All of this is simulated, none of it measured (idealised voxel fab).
Documented hereafter: the process module known as voxel gate over fins.
Square cell edge 5 nm, section width 295 nm, ID cut.
A cross-section is a grid of square cells, given in bands from the top down. A band is one or more rows of cells. Per band: top height and bottom height in nm, followed by the left-to-right materials and their widths in nm; "throughout" marks a single material spanning edge to edge, "air" marks empty space. Convention: height 0 is the level below which the wafer, as received, is all one material. The lowest band does not terminate at the bottom but continues downward, represented as "from 0 down". Per-row width for "30..40": begins at first number (top row of band), ends at second number (bottom row), increment between rows held constant. For the purposes of this document, the phrase "no modification" attached to a step denotes that no cell within the cross-section was modified by that step. The label "Closed cavity list" introduces a list of the empty spaces, 8 cells or larger, that have no open way up to the top; each entry in it reads width x height at distance, where the distance is taken from the left edge and all three are stated in nm. On each step's line, the part that comes after the settings is the simulator's own comment on the step. When a step includes a mask, the "overlay nm" setting on its line states how far to the right of its planned place that mask lay, and negative values state how far to the left.

# plan
1 RECEIVE: material Si
2 CONFORMAL_DEP: material SiN, thk nm 5
3 MASKED_ETCH: tone cover, mask id FINS, width nm 15, pitch nm 40, etch materials SiN, depth nm 5, overlay nm 0
4 MASKED_ETCH: tone cover, mask id FINS, width nm 15, pitch nm 40, etch materials Si, depth nm 30, overlay nm 0
5 FILL_DEP: material SiO2, thk nm 5
6 CMP: height nm 5
7 SELECTIVE_ETCH: etch materials SiO2, depth nm 20
8 STRIP: etch materials SiN
9 CONFORMAL_DEP: material HfO2, thk nm 5
10 CONFORMAL_DEP: material TiN, thk nm 5
11 CONFORMAL_DEP: material TiAl, thk nm 5
12 CONFORMAL_DEP: material TiN, thk nm 5
13 FILL_DEP: material W, thk nm 15
14 CMP: height nm 30
15 CONFORMAL_DEP: material SiN, thk nm 5

# So, the first of our two wafers, run just as we planned it

# Incoming wafer in cross-section (state: after step 1)
from 0 down: Si throughout
Closed cavity list: none

# Cross-section through the wafer, step 2 finished
from 5 to 0: SiN throughout
Below 0, no change.

# Cross-section through the wafer, step 3 finished
from 5 to 0: air 80 nm; SiN 15 nm; air 25 nm; SiN 15 nm; air 25 nm; SiN 15 nm; air 25 nm; SiN 15 nm; air 80 nm
Below 0, no change.

# Cross-section through the wafer, step 4 finished
from 5 to 0: air 80 nm; SiN 15 nm; air 25 nm; SiN 15 nm; air 25 nm; SiN 15 nm; air 25 nm; SiN 15 nm; air 80 nm
from 0 to -30: air 80 nm; Si 15 nm; air 25 nm; Si 15 nm; air 25 nm; Si 15 nm; air 25 nm; Si 15 nm; air 80 nm
Below -30, no change.

# Cross-section through the wafer, step 5 finished
from 10 to 5: SiO2 throughout
from 5 to 0: SiO2 80 nm; SiN 15 nm; SiO2 25 nm; SiN 15 nm; SiO2 25 nm; SiN 15 nm; SiO2 25 nm; SiN 15 nm; SiO2 80 nm
from 0 to -30: SiO2 80 nm; Si 15 nm; SiO2 25 nm; Si 15 nm; SiO2 25 nm; Si 15 nm; SiO2 25 nm; Si 15 nm; SiO2 80 nm
Below -30, no change.

# Cross-section through the wafer, step 6 finished
from 5 to 0: SiO2 80 nm; SiN 15 nm; SiO2 25 nm; SiN 15 nm; SiO2 25 nm; SiN 15 nm; SiO2 25 nm; SiN 15 nm; SiO2 80 nm
Below 0, no change.

# Cross-section through the wafer, step 7 finished
from 5 to 0: air 80 nm; SiN 15 nm; air 25 nm; SiN 15 nm; air 25 nm; SiN 15 nm; air 25 nm; SiN 15 nm; air 80 nm
from 0 to -15: air 80 nm; Si 15 nm; air 25 nm; Si 15 nm; air 25 nm; Si 15 nm; air 25 nm; Si 15 nm; air 80 nm
Below -15, no change.

# Cross-section through the wafer, step 8 finished
from 0 to -15: air 80 nm; Si 15 nm; air 25 nm; Si 15 nm; air 25 nm; Si 15 nm; air 25 nm; Si 15 nm; air 80 nm
Below -15, no change.

# Cross-section through the wafer, step 9 finished
from 5 to 0: air 75 nm; HfO2 25 nm; air 15 nm; HfO2 25 nm; air 15 nm; HfO2 25 nm; air 15 nm; HfO2 25 nm; air 75 nm
from 0 to -10: air 75 nm; HfO2 5 nm; Si 15 nm; HfO2 5 nm; air 15 nm; HfO2 5 nm; Si 15 nm; HfO2 5 nm; air 15 nm; HfO2 5 nm; Si 15 nm; HfO2 5 nm; air 15 nm; HfO2 5 nm; Si 15 nm; HfO2 5 nm; air 75 nm
from -10 to -15: HfO2 80 nm; Si 15 nm; HfO2 25 nm; Si 15 nm; HfO2 25 nm; Si 15 nm; HfO2 25 nm; Si 15 nm; HfO2 80 nm
Below -15, no change.

# Cross-section through the wafer, step 10 finished
from 10 to 5: air 70 nm; TiN 35 nm; air 5 nm; TiN 35 nm; air 5 nm; TiN 35 nm; air 5 nm; TiN 35 nm; air 70 nm
from 5 to 0: air 70 nm; TiN 5 nm; HfO2 25 nm; TiN 5 nm; air 5 nm; TiN 5 nm; HfO2 25 nm; TiN 5 nm; air 5 nm; TiN 5 nm; HfO2 25 nm; TiN 5 nm; air 5 nm; TiN 5 nm; HfO2 25 nm; TiN 5 nm; air 70 nm
from 0 to -5: air 70 nm; TiN 5 nm; HfO2 5 nm; Si 15 nm; HfO2 5 nm; TiN 5 nm; air 5 nm; TiN 5 nm; HfO2 5 nm; Si 15 nm; HfO2 5 nm; TiN 5 nm; air 5 nm; TiN 5 nm; HfO2 5 nm; Si 15 nm; HfO2 5 nm; TiN 5 nm; air 5 nm; TiN 5 nm; HfO2 5 nm; Si 15 nm; HfO2 5 nm; TiN 5 nm; air 70 nm
from -5 to -10: TiN 75 nm; HfO2 5 nm; Si 15 nm; HfO2 5 nm; TiN 15 nm; HfO2 5 nm; Si 15 nm; HfO2 5 nm; TiN 15 nm; HfO2 5 nm; Si 15 nm; HfO2 5 nm; TiN 15 nm; HfO2 5 nm; Si 15 nm; HfO2 5 nm; TiN 75 nm
Below -10, no change.

# Cross-section through the wafer, step 11 finished
from 15 to 10: air 65 nm; TiAl 165 nm; air 65 nm
from 10 to 5: air 65 nm; TiAl 5 nm; TiN 35 nm; TiAl 5 nm; TiN 35 nm; TiAl 5 nm; TiN 35 nm; TiAl 5 nm; TiN 35 nm; TiAl 5 nm; air 65 nm
from 5 to 0: air 65 nm; TiAl 5 nm; TiN 5 nm; HfO2 25 nm; TiN 5 nm; TiAl 5 nm; TiN 5 nm; HfO2 25 nm; TiN 5 nm; TiAl 5 nm; TiN 5 nm; HfO2 25 nm; TiN 5 nm; TiAl 5 nm; TiN 5 nm; HfO2 25 nm; TiN 5 nm; TiAl 5 nm; air 65 nm
from 0 to -5: TiAl 70 nm; TiN 5 nm; HfO2 5 nm; Si 15 nm; HfO2 5 nm; TiN 5 nm; TiAl 5 nm; TiN 5 nm; HfO2 5 nm; Si 15 nm; HfO2 5 nm; TiN 5 nm; TiAl 5 nm; TiN 5 nm; HfO2 5 nm; Si 15 nm; HfO2 5 nm; TiN 5 nm; TiAl 5 nm; TiN 5 nm; HfO2 5 nm; Si 15 nm; HfO2 5 nm; TiN 5 nm; TiAl 70 nm
Below -5, no change.

# Cross-section through the wafer, step 12 finished
from 20 to 15: air 60 nm; TiN 175 nm; air 60 nm
from 15 to 10: air 60 nm; TiN 5 nm; TiAl 165 nm; TiN 5 nm; air 60 nm
from 10 to 5: air 60 nm; TiN 5 nm; TiAl 5 nm; TiN 35 nm; TiAl 5 nm; TiN 35 nm; TiAl 5 nm; TiN 35 nm; TiAl 5 nm; TiN 35 nm; TiAl 5 nm; TiN 5 nm; air 60 nm
from 5 to 0: TiN 65 nm; TiAl 5 nm; TiN 5 nm; HfO2 25 nm; TiN 5 nm; TiAl 5 nm; TiN 5 nm; HfO2 25 nm; TiN 5 nm; TiAl 5 nm; TiN 5 nm; HfO2 25 nm; TiN 5 nm; TiAl 5 nm; TiN 5 nm; HfO2 25 nm; TiN 5 nm; TiAl 5 nm; TiN 65 nm
Below 0, no change.

# Cross-section through the wafer, step 13 finished
from 35 to 20: W throughout
from 20 to 15: W 60 nm; TiN 175 nm; W 60 nm
from 15 to 10: W 60 nm; TiN 5 nm; TiAl 165 nm; TiN 5 nm; W 60 nm
from 10 to 5: W 60 nm; TiN 5 nm; TiAl 5 nm; TiN 35 nm; TiAl 5 nm; TiN 35 nm; TiAl 5 nm; TiN 35 nm; TiAl 5 nm; TiN 35 nm; TiAl 5 nm; TiN 5 nm; W 60 nm
Below 5, no change.

# Cross-section through the wafer, step 14 finished
from 30 to 20: W throughout
Below 20, no change.

# Cross-section through the wafer, step 15 finished
from 35 to 30: SiN throughout
Below 30, no change.

# Wafer two. Identical start, identical plan. One mistake in execution. Identical history through step 12

# Cross-section of the second wafer at the time step 13 of the plan should have ended
from 35 to 20: TiAl throughout
from 20 to 15: TiAl 60 nm; TiN 175 nm; TiAl 60 nm
from 15 to 10: TiAl 60 nm; TiN 5 nm; TiAl 165 nm; TiN 5 nm; TiAl 60 nm
from 10 to 5: TiAl 60 nm; TiN 5 nm; TiAl 5 nm; TiN 35 nm; TiAl 5 nm; TiN 35 nm; TiAl 5 nm; TiN 35 nm; TiAl 5 nm; TiN 35 nm; TiAl 5 nm; TiN 5 nm; TiAl 60 nm
Below 5, no change.

# Cross-section of the second wafer at the time step 14 of the plan should have ended
from 30 to 20: TiAl throughout
Below 20, no change.

# Cross-section of the second wafer at the time step 15 of the plan should have ended
from 35 to 30: SiN throughout
Below 30, no change.
Deviation from plan: it should be noted that step 13 was executed with settings other than those planned, the operation and settings actually applied being FILL_DEP: material TiAl, thk nm 15
Final cells, second wafer relative to first, materials higher or lower: TiAl +190, W -190
